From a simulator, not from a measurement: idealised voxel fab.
process module | voxel ribs on slabs
cross-section cut | 185 nm wide | cells 5 nm
A cross-section is a grid of square cells, given in bands from the top down. A band is one or more rows of cells.
Each band's line starts with the height of the band's top and of its bottom, in nm. Then come its materials from left to right, each with its width in nm. One material with "throughout" fills the band from edge to edge. "air" is empty space.
Height 0 is the level under which the wafer as received is all one material. The lowest band goes on downwards, as in "0 down".
A width such as "30 to 40" changes by the same amount from each row of cells to the next, from the band's top row to its bottom row.
"no change" after a step means that no cell of the cross-section changed.
closed voids: empty space of 8 cells or more with no open way to the top, each as width x height at its distance from the left edge, in nm
after a step's settings: what the simulator itself notes on the step
overlay nm, on a step with a mask: how far to the right of its planned place the mask lay; to the left if negative
plan
1 op RECEIVE | material Si
2 op DIRECTIONAL_DEP | material SiO2 | thk nm 25
3 op DIRECTIONAL_DEP | material SiN | thk nm 15
4 op PATTERN | tone cover | mask id RIB | material resist | width nm 30 | thk nm 15 | overlay nm 0
5 op DIRECTIONAL_ETCH | etch materials SiN | depth nm 5
6 op STRIP | etch materials resist
7 op DIRECTIONAL_DEP | material aC | thk nm 10
8 op PATTERN | tone cover | mask id SLAB | material resist | width nm 50 | thk nm 25 | overlay nm 0
9 op DIRECTIONAL_ETCH | etch materials aC | depth nm 10
10 op STRIP | etch materials resist
11 op DIRECTIONAL_ETCH | etch materials SiN | depth nm 10
12 op STRIP | etch materials aC
13 op FILL_DEP | material SiO2 | thk nm 25
14 op CMP | height nm 60
15 op DIRECTIONAL_DEP | material W | thk nm 5
16 op PATTERN | tone cover | mask id HEATER | material resist | width nm 40 | thk nm 15 | overlay nm 0
17 op DIRECTIONAL_ETCH | etch materials W | depth nm 5
18 op STRIP | etch materials resist
19 op CONFORMAL_DEP | material SiN | thk nm 10
varied across the wafers: width nm of step 8. The plan shows the first wafer's value. All wafers start alike
first wafer as received, after step 1
  0 down: Si throughout
  closed voids: none
each wafer at the end: cells of each material gained (+) or lost (-) since it was received, then its closed voids
width nm 50 | +104 SiN | +418 SiO2 | +8 W | closed voids: none
width nm 55 | +106 SiN | +416 SiO2 | +8 W | closed voids: none
width nm 60 | +108 SiN | +414 SiO2 | +8 W | closed voids: none
width nm 65 | +110 SiN | +412 SiO2 | +8 W | closed voids: none
width nm 70 | +112 SiN | +410 SiO2 | +8 W | closed voids: none
width nm 75 | +114 SiN | +408 SiO2 | +8 W | closed voids: none
